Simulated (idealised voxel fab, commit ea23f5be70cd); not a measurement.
The process module presented herein is designated voxel wiring stack.
In the cross-section labelled cut, the width is 215 nm and each square cell is 5 nm.
A cross-section is written here as square cells arranged in a grid, and it is given in bands from the top down, each band taking up one or more rows of cells.
Band: top and bottom heights (nm) first, top before bottom; then materials from left to right, widths in nm. "all across" marks a sole material filling the band edge to edge. "air" denotes empty space.
Heights from 0 (as-received wafer is one material below). Bottom band endless downward, as "from 0 down".
Width "30..40": first value at the band's top row of cells, second value at its bottom row, equal change from row to row.
When a step is marked "same as before", none of the cells in the cross-section changed during that step.
So "Closed void listing" is basically the list of trapped voids: any empty space of 8 cells or more that can't reach the top through an opening. They're written width x height at distance, the distance being from the left edge, and it's all nm.
after a step's settings: what the simulator itself notes on the step
If you see "overlay nm" on a step's line and that step has a mask, it's telling you how far right of where it was planned the mask ended up; a negative number means it went left instead.
## Planned process steps
1) op RECEIVE | material Si
2) op CONFORMAL_DEP | material SiO2 | thk nm 15
3) op DIRECTIONAL_DEP | material TiN | thk nm 5
4) op DIRECTIONAL_DEP | material Ru | thk nm 20
5) op PATTERN | tone cover | mask id METAL_1 | material resist | width nm 20 | pitch nm 45 | thk nm 15 | overlay nm 0
6) op DIRECTIONAL_ETCH | etch materials Ru | depth nm 20
7) op DIRECTIONAL_ETCH | etch materials TiN | depth nm 5
8) op STRIP | etch materials resist
9) op FILL_DEP | material lowk | thk nm 5
10) op CMP | height nm 40
11) op CONFORMAL_DEP | material SiCN | thk nm 5
12) op DIRECTIONAL_DEP | material SiO2 | thk nm 35
13) op PATTERN | tone open | mask id METAL_2 | material resist | width nm 20 | pitch nm 45 | thk nm 20 | overlay nm 0
14) op DIRECTIONAL_ETCH | etch materials SiO2 | depth nm 20
15) op STRIP | etch materials resist
16) op DIRECTIONAL_DEP | material aC | thk nm 15
17) op PATTERN | tone open | mask id METAL_2_HOLES | material resist | width nm 15 | pitch nm 90 | thk nm 35 | overlay nm 0
18) op DIRECTIONAL_ETCH | etch materials aC | depth nm 15
19) op STRIP | etch materials resist
20) op DIRECTIONAL_ETCH | etch materials SiO2 | depth nm 15
21) op DIRECTIONAL_ETCH | etch materials SiCN | depth nm 5
22) op STRIP | etch materials aC
23) op CONFORMAL_DEP | material TiN | thk nm 5
24) op FILL_DEP | material Cu | thk nm 5
25) op CMP | height nm 80
26) op CONFORMAL_DEP | material SiN | thk nm 5
## Cross-section of the wafer at receipt, which is the condition after step 1
> from 0 down: Si all across
> Closed void listing: none
## Cross-section, first of two wafers, end of module, run as planned
> from 85 to 80: SiN all across
> from 80 to 65: SiO2 (30), then TiN (5), then Cu (10), then TiN (5), then SiO2 (25), then TiN (5), then Cu (10), then TiN (5), then SiO2 (25), then TiN (5), then Cu (10), then TiN (5), then SiO2 (25), then TiN (5), then Cu (10), then TiN (5), then SiO2 (30)
> from 65 to 60: SiO2 (30), then TiN (5), then Cu (5), then TiN (10), then SiO2 (25), then TiN (20), then SiO2 (25), then TiN (5), then Cu (5), then TiN (10), then SiO2 (25), then TiN (20), then SiO2 (30)
> from 60 to 45: SiO2 (30), then TiN (5), then Cu (5), then TiN (5), then SiO2 (75), then TiN (5), then Cu (5), then TiN (5), then SiO2 (80)
> from 45 to 40: SiCN (30), then TiN (15), then SiCN (75), then TiN (15), then SiCN (80)
> from 40 to 20: lowk (30), then Ru (20), then lowk (25), then Ru (20), then lowk (25), then Ru (20), then lowk (25), then Ru (20), then lowk (30)
> from 20 to 15: lowk (30), then TiN (20), then lowk (25), then TiN (20), then lowk (25), then TiN (20), then lowk (25), then TiN (20), then lowk (30)
> from 15 to 0: SiO2 all across
> from 0 down: Si all across
> Closed void listing: none
## Second of two wafers, module complete, sectioned: it shares the first wafer's start and plan but was run with one mistake
> from 85 to 80: SiN all across
> from 80 to 70: Cu (40), then TiN (5), then SiO2 (5), then TiN (5), then Cu (15), then TiN (5), then SiO2 (20), then TiN (5), then Cu (30), then TiN (5), then SiO2 (5), then TiN (5), then Cu (15), then TiN (5), then SiO2 (20), then TiN (5), then Cu (25)
> from 70 to 65: Cu (25), then TiN (20), then SiO2 (5), then TiN (5), then Cu (15), then TiN (5), then SiO2 (20), then TiN (5), then Cu (15), then TiN (20), then SiO2 (5), then TiN (5), then Cu (15), then TiN (5), then SiO2 (20), then TiN (5), then Cu (25)
> from 65 to 60: TiN (30), then SiO2 (20), then TiN (25), then SiO2 (20), then TiN (25), then SiO2 (20), then TiN (25), then SiO2 (20), then TiN (30)
> from 60 to 45: SiO2 all across
> from 45 to 40: SiCN all across
> from 40 to 20: lowk (30), then Ru (20), then lowk (25), then Ru (20), then lowk (25), then Ru (20), then lowk (25), then Ru (20), then lowk (30)
> from 20 to 15: lowk (30), then TiN (20), then lowk (25), then TiN (20), then lowk (25), then TiN (20), then lowk (25), then TiN (20), then lowk (30)
> from 15 to 0: SiO2 all across
> from 0 down: Si all across
> Closed void listing: none
Finding, execution versus plan: step 13, actual vs plan mismatch, actual run op PATTERN | tone cover | mask id METAL_2 | material resist | width nm 20 | pitch nm 45 | thk nm 20 | overlay nm 0
Counted in cells at the end, the second wafer holds more or fewer of these materials than the first: Cu +37 | SiCN +6 | SiO2 -44 | TiN +1
